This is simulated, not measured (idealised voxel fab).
Name of the process module below: voxel fin reveal
The width of the displayed cross-section, cut, is 150 nm; its cells are square, with a size of 5 nm.
Just so we're on the same page, the cross-sections are grids of square cells, and they're listed out in bands top to bottom, each band one or more rows deep.
Quick guide to a band line: top height, bottom height (nm) up front; then every material left to right with its width in nm. Only one material and it's marked "full width"? Then it fills the band edge to edge. And "blank" just means empty space.
Height reference: 0 = level under which incoming wafer is all one material. Lowest band: no bottom, runs on downward, e.g. "0 down".
Width: "30..40" (first number = top row, second number = bottom row, same change from row to row of cells).
Any step labelled "nothing altered" changed none of the cells in the cross-section.
"Enclosed void inventory" - sealed voids, min. 8 cells, no opening to top; format: width x height at distance (distance from left edge; nm throughout).
Formally, on a step line, whatever follows the settings is a remark that the simulator itself makes on the step.
If you see "overlay nm" on a step's line and that step has a mask, it's telling you how far right of where it was planned the mask ended up; a negative number means it went left instead.
### Below is the list of planned process steps
1,RECEIVE (material Si)
2,CONFORMAL_DEP (material SiN; thk nm 10)
3,MASKED_ETCH (tone cover; mask id FINS; width nm 15; pitch nm 45; etch materials SiN; depth nm 10; overlay nm 0)
4,MASKED_ETCH (tone cover; mask id FINS; width nm 15; pitch nm 45; etch materials Si; depth nm 30; overlay nm 0)
5,OXIDIZE (depth nm 5)
6,FILL_DEP (material SiO2; thk nm 5)
7,CMP (height nm 0)
8,SELECTIVE_ETCH (etch materials SiO2; depth nm 30)
9,STRIP (etch materials SiN)
Variable across wafers: step 7 height nm (plan value is that of the first wafer; starting state common to all).
### Received wafers, first of several: cross-section after step 1
	0 down: Si full width
	Enclosed void inventory: none
### Last step of the module is step 9; after it, the first of several wafers in cross-section
	0 to -30: blank 50  Si 5  blank 40  Si 5  blank 50
	-30 to -35: SiO2 50  Si 5  SiO2 40  Si 5  SiO2 50
	-35 down: Si full width
	Enclosed void inventory: none
### End of module, last wafer sectioned
	0 to -15: blank 50  Si 5  blank 40  Si 5  blank 50
	-15 to -35: SiO2 50  Si 5  SiO2 40  Si 5  SiO2 50
	-35 down: Si full width
	Enclosed void inventory: none
### Rows = wafers. At module end, each row lists per material the cells gained (+) or lost (-) since the wafer was received, then the closed voids
height nm 0 | -196 Si | +28 SiO2 | Enclosed void inventory: none
height nm 5 | -196 Si | +56 SiO2 | Enclosed void inventory: none
height nm 10 | -196 Si | +84 SiO2 | Enclosed void inventory: none
height nm 15 | -196 Si | +112 SiO2 | Enclosed void inventory: none
